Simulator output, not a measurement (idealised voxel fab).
process module | voxel plated lines
cross-section cut | 290 nm wide | cells 5 nm
A cross-section is a grid of square cells, given in bands from the top down. A band is one or more rows of cells.
Each band's line starts with the height of the band's top and of its bottom, in nm. Then come its materials from left to right, each with its width in nm. One material with "throughout" fills the band from edge to edge. "air" is empty space.
Height 0 is the level under which the wafer as received is all one material. The lowest band goes on downwards, as in "0 down".
A width such as "30 to 40" changes by the same amount from each row of cells to the next, from the band's top row to its bottom row.
"no change" after a step means that no cell of the cross-section changed.
closed voids: empty space of 8 cells or more with no open way to the top, each as width x height at its distance from the left edge, in nm
after a step's settings: what the simulator itself notes on the step
overlay nm, on a step with a mask: how far to the right of its planned place the mask lay; to the left if negative
Each pair below shows a cross-section before one step and the cross-section after it, down to the lowest band that changed. The line under each pair gives the step between them, with its settings. The pairs can come from different runs of this module on the same starting wafer, so a pair continues from the pair above only where its "before" says so.
before
  0 down: Si throughout
  closed voids: none
after
  5 to 0: SiN throughout
  below 0: unchanged
  closed voids: none
the step between: op CONFORMAL_DEP | material SiN | thk nm 5
before: the cross-section after the pair above
after
  10 to 5: TiN throughout
  below 5: unchanged
  closed voids: none
the step between: op DIRECTIONAL_DEP | material TiN | thk nm 5
before: the cross-section after the pair above
after
  40 to 10: resist 115 | air 15 | resist 25 | air 15 | resist 120
  below 10: unchanged
  closed voids: none
the step between: op PATTERN | tone open | mask id LINES | material resist | width nm 15 | pitch nm 40 | thk nm 30 | overlay nm 0
before: the cross-section after the pair above
after
  40 to 20: resist 115 | air 15 | resist 25 | air 15 | resist 120
  20 to 10: resist 115 | Ru 15 | resist 25 | Ru 15 | resist 120
  below 10: unchanged
  closed voids: none
the step between: op EPI | material Ru | thk nm 10
before: the cross-section after the pair above
after
  40 to 30: resist 115 | air 15 | resist 25 | air 15 | resist 120
  30 to 10: resist 115 | Ru 15 | resist 25 | Ru 15 | resist 120
  below 10: unchanged
  closed voids: none
the step between: op EPI | material Ru | thk nm 10
before: the cross-section after the pair above
after
  30 to 10: air 115 | Ru 15 | air 25 | Ru 15 | air 120
  below 10: unchanged
  closed voids: none
the step between: op STRIP | etch materials resist
before: the cross-section after the pair above
after
  30 to 10: air 115 | Ru 15 | air 25 | Ru 15 | air 120
  10 to 5: air 115 | TiN 15 | air 25 | TiN 15 | air 120
  below 5: unchanged
  closed voids: none
the step between: op DIRECTIONAL_ETCH | etch materials TiN | depth nm 5
before: the cross-section after the pair above
after
  35 to 30: air 110 | SiO2 25 | air 15 | SiO2 25 | air 115
  30 to 10: air 110 | SiO2 5 | Ru 15 | SiO2 5 | air 15 | SiO2 5 | Ru 15 | SiO2 5 | air 115
  10 to 5: SiO2 115 | TiN 15 | SiO2 25 | TiN 15 | SiO2 120
  below 5: unchanged
  closed voids: none
the step between: op CONFORMAL_DEP | material SiO2 | thk nm 5
before
  40 to 20: resist 115 | air 15 | resist 25 | air 15 | resist 120
  20 to 10: resist 115 | Ru 15 | resist 25 | Ru 15 | resist 120
  10 to 5: TiN throughout
  5 to 0: SiN throughout
  0 down: Si throughout
  closed voids: none
after
  20 to 10: air 115 | Ru 15 | air 25 | Ru 15 | air 120
  below 10: unchanged
  closed voids: none
the step between: op STRIP | etch materials resist
before: the cross-section after the pair above
after
  20 to 10: air 115 | Ru 15 | air 25 | Ru 15 | air 120
  10 to 5: air 115 | TiN 15 | air 25 | TiN 15 | air 120
  below 5: unchanged
  closed voids: none
the step between: op DIRECTIONAL_ETCH | etch materials TiN | depth nm 5
before: the cross-section after the pair above
after
  25 to 20: air 110 | SiO2 25 | air 15 | SiO2 25 | air 115
  20 to 10: air 110 | SiO2 5 | Ru 15 | SiO2 5 | air 15 | SiO2 5 | Ru 15 | SiO2 5 | air 115
  10 to 5: SiO2 115 | TiN 15 | SiO2 25 | TiN 15 | SiO2 120
  below 5: unchanged
  closed voids: none
the step between: op CONFORMAL_DEP | material SiO2 | thk nm 5
before
  40 to 30: resist 115 | air 15 | resist 25 | air 15 | resist 120
  30 to 10: resist 115 | Ru 15 | resist 25 | Ru 15 | resist 120
  10 to 5: TiN throughout
  5 to 0: SiN throughout
  0 down: Si throughout
  closed voids: none
after
  40 to 10: resist 115 | Ru 15 | resist 25 | Ru 15 | resist 120
  below 10: unchanged
  closed voids: none
the step between: op EPI | material Ru | thk nm 10
before: the cross-section after the pair above
after
  40 to 10: air 115 | Ru 15 | air 25 | Ru 15 | air 120
  below 10: unchanged
  closed voids: none
the step between: op STRIP | etch materials resist
before: the cross-section after the pair above
after
  40 to 10: air 115 | Ru 15 | air 25 | Ru 15 | air 120
  10 to 5: air 115 | TiN 15 | air 25 | TiN 15 | air 120
  below 5: unchanged
  closed voids: none
the step between: op DIRECTIONAL_ETCH | etch materials TiN | depth nm 5
before: the cross-section after the pair above
after
  45 to 40: air 110 | SiO2 25 | air 15 | SiO2 25 | air 115
  40 to 10: air 110 | SiO2 5 | Ru 15 | SiO2 5 | air 15 | SiO2 5 | Ru 15 | SiO2 5 | air 115
  10 to 5: SiO2 115 | TiN 15 | SiO2 25 | TiN 15 | SiO2 120
  below 5: unchanged
  closed voids: none
the step between: op CONFORMAL_DEP | material SiO2 | thk nm 5
before
  20 to 10: air 115 | Ru 15 | air 25 | Ru 15 | air 120
  10 to 5: TiN throughout
  5 to 0: SiN throughout
  0 down: Si throughout
  closed voids: none
after
  30 to 20: air 105 | Ru 35 | air 5 | Ru 35 | air 110
  20 to 10: Ru throughout
  below 10: unchanged
  closed voids: none
the step between: op EPI | material Ru | thk nm 10
before: the cross-section after the pair above
after
  35 to 30: air 100 | SiO2 85 | air 105
  30 to 25: air 100 | SiO2 5 | Ru 35 | SiO2 5 | Ru 35 | SiO2 5 | air 105
  25 to 20: SiO2 105 | Ru 35 | SiO2 5 | Ru 35 | SiO2 110
  below 20: unchanged
  closed voids: none
the step between: op CONFORMAL_DEP | material SiO2 | thk nm 5
before
  5 to 0: SiN throughout
  0 down: Si throughout
  closed voids: none
after
  20 to 5: TiN throughout
  below 5: unchanged
  closed voids: none
the step between: op DIRECTIONAL_DEP | material TiN | thk nm 15
before: the cross-section after the pair above
after
  50 to 20: resist 115 | air 15 | resist 25 | air 15 | resist 120
  below 20: unchanged
  closed voids: none
the step between: op PATTERN | tone open | mask id LINES | material resist | width nm 15 | pitch nm 40 | thk nm 30 | overlay nm 0
before: the cross-section after the pair above
after
  50 to 30: resist 115 | air 15 | resist 25 | air 15 | resist 120
  30 to 20: resist 115 | Ru 15 | resist 25 | Ru 15 | resist 120
  below 20: unchanged
  closed voids: none
the step between: op EPI | material Ru | thk nm 10
before: the cross-section after the pair above
after
  50 to 40: resist 115 | air 15 | resist 25 | air 15 | resist 120
  40 to 20: resist 115 | Ru 15 | resist 25 | Ru 15 | resist 120
  below 20: unchanged
  closed voids: none
the step between: op EPI | material Ru | thk nm 10
before: the cross-section after the pair above
after
  40 to 20: air 115 | Ru 15 | air 25 | Ru 15 | air 120
  below 20: unchanged
  closed voids: none
the step between: op STRIP | etch materials resist
before: the cross-section after the pair above
after
  40 to 20: air 115 | Ru 15 | air 25 | Ru 15 | air 120
  20 to 15: air 115 | TiN 15 | air 25 | TiN 15 | air 120
  below 15: unchanged
  closed voids: none
the step between: op DIRECTIONAL_ETCH | etch materials TiN | depth nm 5
before: the cross-section after the pair above
after
  45 to 40: air 110 | SiO2 25 | air 15 | SiO2 25 | air 115
  40 to 20: air 110 | SiO2 5 | Ru 15 | SiO2 5 | air 15 | SiO2 5 | Ru 15 | SiO2 5 | air 115
  20 to 15: SiO2 115 | TiN 15 | SiO2 25 | TiN 15 | SiO2 120
  below 15: unchanged
  closed voids: none
the step between: op CONFORMAL_DEP | material SiO2 | thk nm 5
before
  10 to 5: TiN throughout
  5 to 0: SiN throughout
  0 down: Si throughout
  closed voids: none
after
  40 to 10: resist 110 | air 25 | resist 15 | air 25 | resist 115
  below 10: unchanged
  closed voids: none
the step between: op PATTERN | tone open | mask id LINES | material resist | width nm 25 | pitch nm 40 | thk nm 30 | overlay nm 0
before: the cross-section after the pair above
after
  40 to 20: resist 110 | air 25 | resist 15 | air 25 | resist 115
  20 to 10: resist 110 | Ru 25 | resist 15 | Ru 25 | resist 115
  below 10: unchanged
  closed voids: none
the step between: op EPI | material Ru | thk nm 10
before: the cross-section after the pair above
after
  40 to 30: resist 110 | air 25 | resist 15 | air 25 | resist 115
  30 to 10: resist 110 | Ru 25 | resist 15 | Ru 25 | resist 115
  below 10: unchanged
  closed voids: none
the step between: op EPI | material Ru | thk nm 10
before: the cross-section after the pair above
after
  30 to 10: air 110 | Ru 25 | air 15 | Ru 25 | air 115
  below 10: unchanged
  closed voids: none
the step between: op STRIP | etch materials resist
before: the cross-section after the pair above
after
  30 to 10: air 110 | Ru 25 | air 15 | Ru 25 | air 115
  10 to 5: air 110 | TiN 25 | air 15 | TiN 25 | air 115
  below 5: unchanged
  closed voids: none
the step between: op DIRECTIONAL_ETCH | etch materials TiN | depth nm 5
before: the cross-section after the pair above
after
  35 to 30: air 105 | SiO2 35 | air 5 | SiO2 35 | air 110
  30 to 10: air 105 | SiO2 5 | Ru 25 | SiO2 5 | air 5 | SiO2 5 | Ru 25 | SiO2 5 | air 110
  10 to 5: SiO2 110 | TiN 25 | SiO2 15 | TiN 25 | SiO2 115
  below 5: unchanged
  closed voids: none
the step between: op CONFORMAL_DEP | material SiO2 | thk nm 5
before
  10 to 5: TiN throughout
  5 to 0: SiN throughout
  0 down: Si throughout
  closed voids: none
after
  40 to 10: resist 125 | air 15 | resist 25 | air 15 | resist 110
  below 10: unchanged
  closed voids: none
the step between: op PATTERN | tone open | mask id LINES | material resist | width nm 15 | pitch nm 40 | thk nm 30 | overlay nm 10
before: the cross-section after the pair above
after
  40 to 20: resist 125 | air 15 | resist 25 | air 15 | resist 110
  20 to 10: resist 125 | Ru 15 | resist 25 | Ru 15 | resist 110
  below 10: unchanged
  closed voids: none
the step between: op EPI | material Ru | thk nm 10
before: the cross-section after the pair above
after
  40 to 30: resist 125 | air 15 | resist 25 | air 15 | resist 110
  30 to 10: resist 125 | Ru 15 | resist 25 | Ru 15 | resist 110
  below 10: unchanged
  closed voids: none
the step between: op EPI | material Ru | thk nm 10
before: the cross-section after the pair above
after
  30 to 10: air 125 | Ru 15 | air 25 | Ru 15 | air 110
  below 10: unchanged
  closed voids: none
the step between: op STRIP | etch materials resist
before: the cross-section after the pair above
after
  30 to 10: air 125 | Ru 15 | air 25 | Ru 15 | air 110
  10 to 5: air 125 | TiN 15 | air 25 | TiN 15 | air 110
  below 5: unchanged
  closed voids: none
the step between: op DIRECTIONAL_ETCH | etch materials TiN | depth nm 5
before: the cross-section after the pair above
after
  35 to 30: air 120 | SiO2 25 | air 15 | SiO2 25 | air 105
  30 to 10: air 120 | SiO2 5 | Ru 15 | SiO2 5 | air 15 | SiO2 5 | Ru 15 | SiO2 5 | air 105
  10 to 5: SiO2 125 | TiN 15 | SiO2 25 | TiN 15 | SiO2 110
  below 5: unchanged
  closed voids: none
the step between: op CONFORMAL_DEP | material SiO2 | thk nm 5
before
  0 down: Si throughout
  closed voids: none
after
  5 to 0: Ru throughout
  below 0: unchanged
  closed voids: none
the step between: op CONFORMAL_DEP | material Ru | thk nm 5
before: the cross-section after the pair above
after
  10 to 5: TiN throughout
  below 5: unchanged
  closed voids: none
the step between: op DIRECTIONAL_DEP | material TiN | thk nm 5
before: the cross-section after the pair above
after
  40 to 10: resist 115 | air 15 | resist 25 | air 15 | resist 120
  below 10: unchanged
  closed voids: none
the step between: op PATTERN | tone open | mask id LINES | material resist | width nm 15 | pitch nm 40 | thk nm 30 | overlay nm 0
before: the cross-section after the pair above
after
  40 to 20: resist 115 | air 15 | resist 25 | air 15 | resist 120
  20 to 10: resist 115 | Ru 15 | resist 25 | Ru 15 | resist 120
  below 10: unchanged
  closed voids: none
the step between: op EPI | material Ru | thk nm 10
before: the cross-section after the pair above
after
  40 to 30: resist 115 | air 15 | resist 25 | air 15 | resist 120
  30 to 10: resist 115 | Ru 15 | resist 25 | Ru 15 | resist 120
  below 10: unchanged
  closed voids: none
the step between: op EPI | material Ru | thk nm 10
before: the cross-section after the pair above
after
  30 to 10: air 115 | Ru 15 | air 25 | Ru 15 | air 120
  below 10: unchanged
  closed voids: none
the step between: op STRIP | etch materials resist
before: the cross-section after the pair above
after
  30 to 10: air 115 | Ru 15 | air 25 | Ru 15 | air 120
  10 to 5: air 115 | TiN 15 | air 25 | TiN 15 | air 120
  below 5: unchanged
  closed voids: none
the step between: op DIRECTIONAL_ETCH | etch materials TiN | depth nm 5
before: the cross-section after the pair above
after
  35 to 30: air 110 | SiO2 25 | air 15 | SiO2 25 | air 115
  30 to 10: air 110 | SiO2 5 | Ru 15 | SiO2 5 | air 15 | SiO2 5 | Ru 15 | SiO2 5 | air 115
  10 to 5: SiO2 115 | TiN 15 | SiO2 25 | TiN 15 | SiO2 120
  below 5: unchanged
  closed voids: none
the step between: op CONFORMAL_DEP | material SiO2 | thk nm 5
before
  10 to 5: TiN throughout
  5 to 0: SiN throughout
  0 down: Si throughout
  closed voids: none
after
  40 to 10: air 115 | resist 15 | air 25 | resist 15 | air 120
  below 10: unchanged
  closed voids: none
the step between: op PATTERN | tone cover | mask id LINES | material resist | width nm 15 | pitch nm 40 | thk nm 30 | overlay nm 0
before: the cross-section after the pair above
after
  40 to 20: air 115 | resist 15 | air 25 | resist 15 | air 120
  20 to 10: Ru 115 | resist 15 | Ru 25 | resist 15 | Ru 120
  below 10: unchanged
  closed voids: none
the step between: op EPI | material Ru | thk nm 10
before: the cross-section after the pair above
after
  40 to 30: air 115 | resist 15 | air 25 | resist 15 | air 120
  30 to 10: Ru 115 | resist 15 | Ru 25 | resist 15 | Ru 120
  below 10: unchanged
  closed voids: none
the step between: op EPI | material Ru | thk nm 10
before: the cross-section after the pair above
after
  30 to 10: Ru 115 | air 15 | Ru 25 | air 15 | Ru 120
  below 10: unchanged
  closed voids: none
the step between: op STRIP | etch materials resist
before: the cross-section after the pair above
after
  30 to 10: Ru 115 | air 15 | Ru 25 | air 15 | Ru 120
  10 to 5: TiN 115 | air 15 | TiN 25 | air 15 | TiN 120
  below 5: unchanged
  closed voids: none
the step between: op DIRECTIONAL_ETCH | etch materials TiN | depth nm 5
before: the cross-section after the pair above
after
  35 to 30: SiO2 120 | air 5 | SiO2 35 | air 5 | SiO2 125
  30 to 10: Ru 115 | SiO2 5 | air 5 | SiO2 5 | Ru 25 | SiO2 5 | air 5 | SiO2 5 | Ru 120
  10 to 5: TiN 115 | SiO2 15 | TiN 25 | SiO2 15 | TiN 120
  below 5: unchanged
  closed voids: none
the step between: op CONFORMAL_DEP | material SiO2 | thk nm 5
